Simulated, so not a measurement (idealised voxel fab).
Process module under the name voxel ribs on slabs
cross-section cut | 195 nm wide | cells 5 nm
Cross-section = grid of square cells, listed top down in bands; band = one or more rows. Band: top and bottom heights (nm) first, top before bottom; then materials from left to right, widths in nm. "edge to edge" marks a sole material filling the band edge to edge. "blank" denotes empty space. The reference from which all heights are counted is 0, the level beneath which the as-received wafer is entirely one material; the lowest band, having no lower bound, proceeds downward and is written after the example "0..down". Top row gets the first number, bottom row gets the second, and each row in between changes by the same step: that is how a band width like "30->40" works. It should be understood that the words "no alterations made", when stated for a given step, signify that the cross-section underwent no change in any of its cells during that step. "Closed void register": sealed empty spaces, 8 cells or more, no open way to top, listed width x height at distance, with distance from the left edge and width, height and distance in nm. Note: text after step settings on the step line = simulator remark on that step. What "overlay nm" on a step's line means: if the step has a mask, that mask lay this far to the right of its planned place, or, when the value is negative, to the left.

[Listed below are the process steps as planned]
1. RECEIVE with material Si
2. DIRECTIONAL_DEP with material SiO2, thk nm 20
3. DIRECTIONAL_DEP with material polySi, thk nm 15
4. MASKED_ETCH with tone cover, mask id RIB, width nm 15, etch materials polySi, depth nm 5, overlay nm 0
5. DIRECTIONAL_DEP with material aC, thk nm 15
6. PATTERN with tone cover, mask id SLAB, material resist, width nm 55, thk nm 35, overlay nm 0
7. DIRECTIONAL_ETCH with etch materials aC, depth nm 15
8. STRIP with etch materials resist
9. DIRECTIONAL_ETCH with etch materials polySi, depth nm 10
10. STRIP with etch materials aC
11. FILL_DEP with material SiO2, thk nm 30
12. CMP with height nm 55
13. DIRECTIONAL_DEP with material TiN, thk nm 5
14. DIRECTIONAL_DEP with material aC, thk nm 15
15. PATTERN with tone cover, mask id HEATER, material resist, width nm 25, thk nm 30, overlay nm 0
16. DIRECTIONAL_ETCH with etch materials aC, depth nm 15
17. STRIP with etch materials resist
18. DIRECTIONAL_ETCH with etch materials TiN, depth nm 5
19. STRIP with etch materials aC
20. CONFORMAL_DEP with material SiN, thk nm 5

[First out of two wafers; run went to plan]

[Cross-section of the incoming wafer, state after step 1]
* 0..down  Si edge to edge
* Closed void register: none

[Wafer after step 2 (cross-section)]
* 20..0  SiO2 edge to edge
* Lower than 0, everything is as it was.

[Wafer after step 3 (cross-section)]
* 35..20  polySi edge to edge
* Lower than 20, everything is as it was.

[Wafer after step 4 (cross-section)]
* 35..30  blank: 90  polySi: 15  blank: 90
* Lower than 30, everything is as it was.

[Wafer after step 5 (cross-section)]
* 50..45  blank: 90  aC: 15  blank: 90
* 45..35  aC edge to edge
* 35..30  aC: 90  polySi: 15  aC: 90
* Lower than 30, everything is as it was.

[Wafer after step 6 (cross-section)]
* 85..50  blank: 70  resist: 55  blank: 70
* 50..45  blank: 70  resist: 20  aC: 15  resist: 20  blank: 70
* Lower than 45, everything is as it was.

[Wafer after step 7 (cross-section)]
* 70..50  blank: 70  resist: 55  blank: 70
* 50..45  blank: 70  resist: 20  aC: 15  resist: 20  blank: 70
* 45..35  blank: 70  aC: 55  blank: 70
* 35..30  blank: 70  aC: 20  polySi: 15  aC: 20  blank: 70
* Lower than 30, everything is as it was.

[Wafer after step 8 (cross-section)]
* 50..45  blank: 90  aC: 15  blank: 90
* Lower than 45, everything is as it was.

[Wafer after step 9 (cross-section)]
* 50..45  blank: 90  aC: 15  blank: 90
* 45..35  blank: 70  aC: 55  blank: 70
* 35..30  blank: 70  aC: 20  polySi: 15  aC: 20  blank: 70
* 30..20  blank: 70  polySi: 55  blank: 70
* Lower than 20, everything is as it was.

[Wafer after step 10 (cross-section)]
* 35..30  blank: 90  polySi: 15  blank: 90
* Lower than 30, everything is as it was.

[Wafer after step 11 (cross-section)]
* 65..35  SiO2 edge to edge
* 35..30  SiO2: 90  polySi: 15  SiO2: 90
* 30..20  SiO2: 70  polySi: 55  SiO2: 70
* Lower than 20, everything is as it was.

[Wafer after step 12 (cross-section)]
* 55..35  SiO2 edge to edge
* Lower than 35, everything is as it was.

[Wafer after step 13 (cross-section)]
* 60..55  TiN edge to edge
* Lower than 55, everything is as it was.

[Wafer after step 14 (cross-section)]
* 75..60  aC edge to edge
* Lower than 60, everything is as it was.

[Wafer after step 15 (cross-section)]
* 105..75  blank: 85  resist: 25  blank: 85
* Lower than 75, everything is as it was.

[Wafer after step 16 (cross-section)]
* 90..75  blank: 85  resist: 25  blank: 85
* 75..60  blank: 85  aC: 25  blank: 85
* Lower than 60, everything is as it was.

[Wafer after step 17 (cross-section)]
* 75..60  blank: 85  aC: 25  blank: 85
* Lower than 60, everything is as it was.

[Wafer after step 18 (cross-section)]
* 75..60  blank: 85  aC: 25  blank: 85
* 60..55  blank: 85  TiN: 25  blank: 85
* Lower than 55, everything is as it was.

[Wafer after step 19 (cross-section)]
* 60..55  blank: 85  TiN: 25  blank: 85
* Lower than 55, everything is as it was.

[Wafer after step 20 (cross-section)]
* 65..60  blank: 80  SiN: 35  blank: 80
* 60..55  SiN: 85  TiN: 25  SiN: 85
* Lower than 55, everything is as it was.

[Second of two: same start, same plan, one run error; steps up to and including 11 match the first]

[Look at the second wafer in cross-section at the time step 12 ought to have finished]
* 45..35  SiO2 edge to edge
* Lower than 35, everything is as it was.

[Look at the second wafer in cross-section at the time step 13 ought to have finished]
* 50..45  TiN edge to edge
* Lower than 45, everything is as it was.

[Look at the second wafer in cross-section at the time step 14 ought to have finished]
* 65..50  aC edge to edge
* Lower than 50, everything is as it was.

[Look at the second wafer in cross-section at the time step 15 ought to have finished]
* 95..65  blank: 85  resist: 25  blank: 85
* Lower than 65, everything is as it was.

[Look at the second wafer in cross-section at the time step 16 ought to have finished]
* 80..65  blank: 85  resist: 25  blank: 85
* 65..50  blank: 85  aC: 25  blank: 85
* Lower than 50, everything is as it was.

[Look at the second wafer in cross-section at the time step 17 ought to have finished]
* 65..50  blank: 85  aC: 25  blank: 85
* Lower than 50, everything is as it was.

[Look at the second wafer in cross-section at the time step 18 ought to have finished]
* 65..50  blank: 85  aC: 25  blank: 85
* 50..45  blank: 85  TiN: 25  blank: 85
* Lower than 45, everything is as it was.

[Look at the second wafer in cross-section at the time step 19 ought to have finished]
* 50..45  blank: 85  TiN: 25  blank: 85
* Lower than 45, everything is as it was.

[Look at the second wafer in cross-section at the time step 20 ought to have finished]
* 55..50  blank: 80  SiN: 35  blank: 80
* 50..45  SiN: 85  TiN: 25  SiN: 85
* Lower than 45, everything is as it was.
So what did we get wrong on this run? step 12, actual vs plan mismatch, actual run CMP with height nm 45
Final difference in cells, second wafer against first, listed per material as more or fewer: -78 SiO2
